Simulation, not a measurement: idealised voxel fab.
The process module that follows is named voxel wiring stack.
Section shown: cut. Width: 195 nm. Cell size: 5 nm, square.
A cross-section in this document is a grid of square cells, and it is written down as bands, the top band listed before the ones below it; a band is made up of one or more rows of cells.
For a band, the entry starts with two heights in nm, that of the top and then that of the bottom, and carries on with the band's materials in order from left to right, each alongside its width in nm; the word "edge to edge" beside a single material means it fills the band edge to edge, and "empty" means empty space.
Convention: height 0 is the level below which the wafer, as received, is all one material. The lowest band does not terminate at the bottom but continues downward, represented as "from 0 down".
You'd read "30..40" like this: the band's top row of cells is as wide as the first number, its bottom row is as wide as the second, and going down, every row changes width by the same amount as the row before did.
The cross-section has no changed cell in any step marked "nothing altered".
Enclosed voids (no open way to top), threshold 8 cells or more, entry "Sealed void list", notation width x height at distance, distance from left edge, nm.
Past the settings on a step's line: simulator remark, on that step.
For masked steps, "overlay nm" on the step line gives how far right of plan the mask actually lay; a minus sign means it lay to the left.
These are the steps we planned for the process
1 RECEIVE, material Si
2 CONFORMAL_DEP, material SiO2, thk nm 10
3 CONFORMAL_DEP, material SiCN, thk nm 5
4 DIRECTIONAL_DEP, material SiO2, thk nm 15
5 PATTERN, tone open, mask id METAL_1, material resist, width nm 25, pitch nm 55, thk nm 15, overlay nm 0
6 DIRECTIONAL_ETCH, etch materials SiO2, depth nm 15
7 DIRECTIONAL_ETCH, etch materials SiCN, depth nm 5
8 STRIP, etch materials resist
9 CONFORMAL_DEP, material TiN, thk nm 5
10 FILL_DEP, material W, thk nm 5
11 CMP, height nm 30
12 CONFORMAL_DEP, material SiCN, thk nm 5
13 DIRECTIONAL_DEP, material lowk, thk nm 15
14 PATTERN, tone open, mask id PLUG_1, material resist, width nm 15, pitch nm 55, thk nm 15, overlay nm 0
15 DIRECTIONAL_ETCH, etch materials lowk, depth nm 15
16 DIRECTIONAL_ETCH, etch materials SiCN, depth nm 5
17 STRIP, etch materials resist
18 CONFORMAL_DEP, material TiN, thk nm 5
19 FILL_DEP, material Ru, thk nm 10
20 CMP, height nm 50
21 DIRECTIONAL_DEP, material TiN, thk nm 5
22 DIRECTIONAL_DEP, material W, thk nm 15
23 DIRECTIONAL_DEP, material aC, thk nm 10
24 PATTERN, tone cover, mask id METAL_2, material resist, width nm 25, pitch nm 55, thk nm 25, overlay nm 0
25 DIRECTIONAL_ETCH, etch materials aC, depth nm 10
26 STRIP, etch materials resist
27 DIRECTIONAL_ETCH, etch materials W, depth nm 15
28 DIRECTIONAL_ETCH, etch materials TiN, depth nm 5
29 STRIP, etch materials aC
30 CONFORMAL_DEP, material SiN, thk nm 5
31 FILL_DEP, material SiO2, thk nm 5
32 CMP, height nm 70
33 CONFORMAL_DEP, material SiCN, thk nm 5
34 DIRECTIONAL_DEP, material lowk, thk nm 25
35 MASKED_ETCH, tone open, mask id METAL_3_HOLES, width nm 15, etch materials lowk, depth nm 25, overlay nm 0
36 PATTERN, tone open, mask id METAL_3, material resist, width nm 25, pitch nm 55, thk nm 20, overlay nm 0
37 DIRECTIONAL_ETCH, etch materials lowk, depth nm 15
38 DIRECTIONAL_ETCH, etch materials SiCN, depth nm 5
39 STRIP, etch materials resist
40 CONFORMAL_DEP, material TiN, thk nm 5
41 FILL_DEP, material Cu, thk nm 10
42 CMP, height nm 100
43 CONFORMAL_DEP, material SiCN, thk nm 5
The first of the two wafers, which ran as planned
Cross-section of the wafer at receipt, which is the condition after step 1
> from 0 down | Si edge to edge
> Sealed void list: none
Presented here is a cross-section of the wafer after step 2 has been performed
> from 10 to 0 | SiO2 edge to edge
> Heights below 0 show no change.
Presented here is a cross-section of the wafer after step 3 has been performed
> from 15 to 10 | SiCN edge to edge
> Heights below 10 show no change.
Presented here is a cross-section of the wafer after step 4 has been performed
> from 30 to 15 | SiO2 edge to edge
> Heights below 15 show no change.
Presented here is a cross-section of the wafer after step 5 has been performed
> from 45 to 30 | resist 55 nm | empty 25 nm | resist 30 nm | empty 25 nm | resist 60 nm
> Heights below 30 show no change.
Presented here is a cross-section of the wafer after step 6 has been performed
> from 45 to 30 | resist 55 nm | empty 25 nm | resist 30 nm | empty 25 nm | resist 60 nm
> from 30 to 15 | SiO2 55 nm | empty 25 nm | SiO2 30 nm | empty 25 nm | SiO2 60 nm
> Heights below 15 show no change.
Presented here is a cross-section of the wafer after step 7 has been performed
> from 45 to 30 | resist 55 nm | empty 25 nm | resist 30 nm | empty 25 nm | resist 60 nm
> from 30 to 15 | SiO2 55 nm | empty 25 nm | SiO2 30 nm | empty 25 nm | SiO2 60 nm
> from 15 to 10 | SiCN 55 nm | empty 25 nm | SiCN 30 nm | empty 25 nm | SiCN 60 nm
> Heights below 10 show no change.
Presented here is a cross-section of the wafer after step 8 has been performed
> from 30 to 15 | SiO2 55 nm | empty 25 nm | SiO2 30 nm | empty 25 nm | SiO2 60 nm
> Heights below 15 show no change.
Presented here is a cross-section of the wafer after step 9 has been performed
> from 35 to 30 | TiN 60 nm | empty 15 nm | TiN 40 nm | empty 15 nm | TiN 65 nm
> from 30 to 15 | SiO2 55 nm | TiN 5 nm | empty 15 nm | TiN 5 nm | SiO2 30 nm | TiN 5 nm | empty 15 nm | TiN 5 nm | SiO2 60 nm
> from 15 to 10 | SiCN 55 nm | TiN 25 nm | SiCN 30 nm | TiN 25 nm | SiCN 60 nm
> Heights below 10 show no change.
Presented here is a cross-section of the wafer after step 10 has been performed
> from 40 to 35 | W edge to edge
> from 35 to 30 | TiN 60 nm | W 15 nm | TiN 40 nm | W 15 nm | TiN 65 nm
> from 30 to 15 | SiO2 55 nm | TiN 5 nm | W 15 nm | TiN 5 nm | SiO2 30 nm | TiN 5 nm | W 15 nm | TiN 5 nm | SiO2 60 nm
> Heights below 15 show no change.
Presented here is a cross-section of the wafer after step 11 has been performed
> from 30 to 15 | SiO2 55 nm | TiN 5 nm | W 15 nm | TiN 5 nm | SiO2 30 nm | TiN 5 nm | W 15 nm | TiN 5 nm | SiO2 60 nm
> Heights below 15 show no change.
Presented here is a cross-section of the wafer after step 12 has been performed
> from 35 to 30 | SiCN edge to edge
> Heights below 30 show no change.
Presented here is a cross-section of the wafer after step 13 has been performed
> from 50 to 35 | lowk edge to edge
> Heights below 35 show no change.
Presented here is a cross-section of the wafer after step 14 has been performed
> from 65 to 50 | resist 55 nm | empty 15 nm | resist 40 nm | empty 15 nm | resist 70 nm
> Heights below 50 show no change.
Presented here is a cross-section of the wafer after step 15 has been performed
> from 65 to 50 | resist 55 nm | empty 15 nm | resist 40 nm | empty 15 nm | resist 70 nm
> from 50 to 35 | lowk 55 nm | empty 15 nm | lowk 40 nm | empty 15 nm | lowk 70 nm
> Heights below 35 show no change.
Presented here is a cross-section of the wafer after step 16 has been performed
> from 65 to 50 | resist 55 nm | empty 15 nm | resist 40 nm | empty 15 nm | resist 70 nm
> from 50 to 35 | lowk 55 nm | empty 15 nm | lowk 40 nm | empty 15 nm | lowk 70 nm
> from 35 to 30 | SiCN 55 nm | empty 15 nm | SiCN 40 nm | empty 15 nm | SiCN 70 nm
> Heights below 30 show no change.
Presented here is a cross-section of the wafer after step 17 has been performed
> from 50 to 35 | lowk 55 nm | empty 15 nm | lowk 40 nm | empty 15 nm | lowk 70 nm
> Heights below 35 show no change.
Presented here is a cross-section of the wafer after step 18 has been performed
> from 55 to 50 | TiN 60 nm | empty 5 nm | TiN 50 nm | empty 5 nm | TiN 75 nm
> from 50 to 35 | lowk 55 nm | TiN 5 nm | empty 5 nm | TiN 5 nm | lowk 40 nm | TiN 5 nm | empty 5 nm | TiN 5 nm | lowk 70 nm
> from 35 to 30 | SiCN 55 nm | TiN 15 nm | SiCN 40 nm | TiN 15 nm | SiCN 70 nm
> Heights below 30 show no change.
Presented here is a cross-section of the wafer after step 19 has been performed
> from 65 to 55 | Ru edge to edge
> from 55 to 50 | TiN 60 nm | Ru 5 nm | TiN 50 nm | Ru 5 nm | TiN 75 nm
> from 50 to 35 | lowk 55 nm | TiN 5 nm | Ru 5 nm | TiN 5 nm | lowk 40 nm | TiN 5 nm | Ru 5 nm | TiN 5 nm | lowk 70 nm
> Heights below 35 show no change.
Presented here is a cross-section of the wafer after step 20 has been performed
> from 50 to 35 | lowk 55 nm | TiN 5 nm | Ru 5 nm | TiN 5 nm | lowk 40 nm | TiN 5 nm | Ru 5 nm | TiN 5 nm | lowk 70 nm
> Heights below 35 show no change.
Presented here is a cross-section of the wafer after step 21 has been performed
> from 55 to 50 | TiN edge to edge
> Heights below 50 show no change.
Presented here is a cross-section of the wafer after step 22 has been performed
> from 70 to 55 | W edge to edge
> Heights below 55 show no change.
Presented here is a cross-section of the wafer after step 23 has been performed
> from 80 to 70 | aC edge to edge
> Heights below 70 show no change.
Presented here is a cross-section of the wafer after step 24 has been performed
> from 105 to 80 | empty 55 nm | resist 25 nm | empty 30 nm | resist 25 nm | empty 60 nm
> Heights below 80 show no change.
Presented here is a cross-section of the wafer after step 25 has been performed
> from 95 to 80 | empty 55 nm | resist 25 nm | empty 30 nm | resist 25 nm | empty 60 nm
> from 80 to 70 | empty 55 nm | aC 25 nm | empty 30 nm | aC 25 nm | empty 60 nm
> Heights below 70 show no change.
Presented here is a cross-section of the wafer after step 26 has been performed
> from 80 to 70 | empty 55 nm | aC 25 nm | empty 30 nm | aC 25 nm | empty 60 nm
> Heights below 70 show no change.
Presented here is a cross-section of the wafer after step 27 has been performed
> from 80 to 70 | empty 55 nm | aC 25 nm | empty 30 nm | aC 25 nm | empty 60 nm
> from 70 to 55 | empty 55 nm | W 25 nm | empty 30 nm | W 25 nm | empty 60 nm
> Heights below 55 show no change.
Presented here is a cross-section of the wafer after step 28 has been performed
> from 80 to 70 | empty 55 nm | aC 25 nm | empty 30 nm | aC 25 nm | empty 60 nm
> from 70 to 55 | empty 55 nm | W 25 nm | empty 30 nm | W 25 nm | empty 60 nm
> from 55 to 50 | empty 55 nm | TiN 25 nm | empty 30 nm | TiN 25 nm | empty 60 nm
> Heights below 50 show no change.
Presented here is a cross-section of the wafer after step 29 has been performed
> from 70 to 55 | empty 55 nm | W 25 nm | empty 30 nm | W 25 nm | empty 60 nm
> Heights below 55 show no change.
Presented here is a cross-section of the wafer after step 30 has been performed
> from 75 to 70 | empty 50 nm | SiN 35 nm | empty 20 nm | SiN 35 nm | empty 55 nm
> from 70 to 55 | empty 50 nm | SiN 5 nm | W 25 nm | SiN 5 nm | empty 20 nm | SiN 5 nm | W 25 nm | SiN 5 nm | empty 55 nm
> from 55 to 50 | SiN 55 nm | TiN 25 nm | SiN 30 nm | TiN 25 nm | SiN 60 nm
> Heights below 50 show no change.
Presented here is a cross-section of the wafer after step 31 has been performed
> from 80 to 75 | SiO2 edge to edge
> from 75 to 70 | SiO2 50 nm | SiN 35 nm | SiO2 20 nm | SiN 35 nm | SiO2 55 nm
> from 70 to 55 | SiO2 50 nm | SiN 5 nm | W 25 nm | SiN 5 nm | SiO2 20 nm | SiN 5 nm | W 25 nm | SiN 5 nm | SiO2 55 nm
> Heights below 55 show no change.
Presented here is a cross-section of the wafer after step 32 has been performed
> from 70 to 55 | SiO2 50 nm | SiN 5 nm | W 25 nm | SiN 5 nm | SiO2 20 nm | SiN 5 nm | W 25 nm | SiN 5 nm | SiO2 55 nm
> Heights below 55 show no change.
Presented here is a cross-section of the wafer after step 33 has been performed
> from 75 to 70 | SiCN edge to edge
> Heights below 70 show no change.
Presented here is a cross-section of the wafer after step 34 has been performed
> from 100 to 75 | lowk edge to edge
> Heights below 75 show no change.
Presented here is a cross-section of the wafer after step 35 has been performed
> from 100 to 75 | lowk 55 nm | empty 15 nm | lowk 125 nm
> Heights below 75 show no change.
Presented here is a cross-section of the wafer after step 36 has been performed
> from 120 to 100 | resist 55 nm | empty 25 nm | resist 30 nm | empty 25 nm | resist 60 nm
> Heights below 100 show no change.
Presented here is a cross-section of the wafer after step 37 has been performed
> from 120 to 100 | resist 55 nm | empty 25 nm | resist 30 nm | empty 25 nm | resist 60 nm
> from 100 to 85 | lowk 55 nm | empty 25 nm | lowk 30 nm | empty 25 nm | lowk 60 nm
> Heights below 85 show no change.
Presented here is a cross-section of the wafer after step 38 has been performed
> from 120 to 100 | resist 55 nm | empty 25 nm | resist 30 nm | empty 25 nm | resist 60 nm
> from 100 to 85 | lowk 55 nm | empty 25 nm | lowk 30 nm | empty 25 nm | lowk 60 nm
> from 85 to 75 | lowk 55 nm | empty 15 nm | lowk 125 nm
> from 75 to 70 | SiCN 55 nm | empty 15 nm | SiCN 125 nm
> Heights below 70 show no change.
Presented here is a cross-section of the wafer after step 39 has been performed
> from 100 to 85 | lowk 55 nm | empty 25 nm | lowk 30 nm | empty 25 nm | lowk 60 nm
> Heights below 85 show no change.
Presented here is a cross-section of the wafer after step 40 has been performed
> from 105 to 100 | TiN 60 nm | empty 15 nm | TiN 40 nm | empty 15 nm | TiN 65 nm
> from 100 to 90 | lowk 55 nm | TiN 5 nm | empty 15 nm | TiN 5 nm | lowk 30 nm | TiN 5 nm | empty 15 nm | TiN 5 nm | lowk 60 nm
> from 90 to 85 | lowk 55 nm | TiN 5 nm | empty 5 nm | TiN 15 nm | lowk 30 nm | TiN 25 nm | lowk 60 nm
> from 85 to 75 | lowk 55 nm | TiN 5 nm | empty 5 nm | TiN 5 nm | lowk 125 nm
> from 75 to 70 | SiCN 55 nm | TiN 15 nm | SiCN 125 nm
> Heights below 70 show no change.
Presented here is a cross-section of the wafer after step 41 has been performed
> from 115 to 105 | Cu edge to edge
> from 105 to 100 | TiN 60 nm | Cu 15 nm | TiN 40 nm | Cu 15 nm | TiN 65 nm
> from 100 to 90 | lowk 55 nm | TiN 5 nm | Cu 15 nm | TiN 5 nm | lowk 30 nm | TiN 5 nm | Cu 15 nm | TiN 5 nm | lowk 60 nm
> from 90 to 85 | lowk 55 nm | TiN 5 nm | Cu 5 nm | TiN 15 nm | lowk 30 nm | TiN 25 nm | lowk 60 nm
> from 85 to 75 | lowk 55 nm | TiN 5 nm | Cu 5 nm | TiN 5 nm | lowk 125 nm
> Heights below 75 show no change.
Presented here is a cross-section of the wafer after step 42 has been performed
> from 100 to 90 | lowk 55 nm | TiN 5 nm | Cu 15 nm | TiN 5 nm | lowk 30 nm | TiN 5 nm | Cu 15 nm | TiN 5 nm | lowk 60 nm
> Heights below 90 show no change.
Presented here is a cross-section of the wafer after step 43 has been performed
> from 105 to 100 | SiCN edge to edge
> Heights below 100 show no change.
Second of two: same start, same plan, one run error; steps up to and including 33 match the first
Second wafer, cross-section, planned end of step 34
> from 125 to 75 | lowk edge to edge
> Heights below 75 show no change.
Second wafer, cross-section, planned end of step 35
> from 125 to 100 | lowk 55 nm | empty 15 nm | lowk 125 nm
> Heights below 100 show no change.
Second wafer, cross-section, planned end of step 36
> from 145 to 125 | resist 55 nm | empty 25 nm | resist 30 nm | empty 25 nm | resist 60 nm
> Heights below 125 show no change.
Second wafer, cross-section, planned end of step 37
> from 145 to 125 | resist 55 nm | empty 25 nm | resist 30 nm | empty 25 nm | resist 60 nm
> from 125 to 110 | lowk 55 nm | empty 25 nm | lowk 30 nm | empty 25 nm | lowk 60 nm
> from 110 to 85 | lowk 55 nm | empty 15 nm | lowk 125 nm
> Heights below 85 show no change.
Second wafer, cross-section, planned end of step 38: nothing altered
Second wafer, cross-section, planned end of step 39
> from 125 to 110 | lowk 55 nm | empty 25 nm | lowk 30 nm | empty 25 nm | lowk 60 nm
> Heights below 110 show no change.
Second wafer, cross-section, planned end of step 40
> from 130 to 125 | TiN 60 nm | empty 15 nm | TiN 40 nm | empty 15 nm | TiN 65 nm
> from 125 to 115 | lowk 55 nm | TiN 5 nm | empty 15 nm | TiN 5 nm | lowk 30 nm | TiN 5 nm | empty 15 nm | TiN 5 nm | lowk 60 nm
> from 115 to 110 | lowk 55 nm | TiN 5 nm | empty 5 nm | TiN 15 nm | lowk 30 nm | TiN 25 nm | lowk 60 nm
> from 110 to 90 | lowk 55 nm | TiN 5 nm | empty 5 nm | TiN 5 nm | lowk 125 nm
> from 90 to 85 | lowk 55 nm | TiN 15 nm | lowk 125 nm
> Heights below 85 show no change.
Second wafer, cross-section, planned end of step 41
> from 140 to 130 | Cu edge to edge
> from 130 to 125 | TiN 60 nm | Cu 15 nm | TiN 40 nm | Cu 15 nm | TiN 65 nm
> from 125 to 115 | lowk 55 nm | TiN 5 nm | Cu 15 nm | TiN 5 nm | lowk 30 nm | TiN 5 nm | Cu 15 nm | TiN 5 nm | lowk 60 nm
> from 115 to 110 | lowk 55 nm | TiN 5 nm | Cu 5 nm | TiN 15 nm | lowk 30 nm | TiN 25 nm | lowk 60 nm
> from 110 to 90 | lowk 55 nm | TiN 5 nm | Cu 5 nm | TiN 5 nm | lowk 125 nm
> Heights below 90 show no change.
Second wafer, cross-section, planned end of step 42
> from 100 to 90 | lowk 55 nm | TiN 5 nm | Cu 5 nm | TiN 5 nm | lowk 125 nm
> Heights below 90 show no change.
Second wafer, cross-section, planned end of step 43
> from 105 to 100 | SiCN edge to edge
> Heights below 100 show no change.
The plan and the run diverged here: plan step 34 was conducted twice
At the finish, the second wafer shows more or fewer cells for some materials than the first does: 13 fewer of Cu, 3 more of SiCN, 17 fewer of TiN, 27 more of lowk
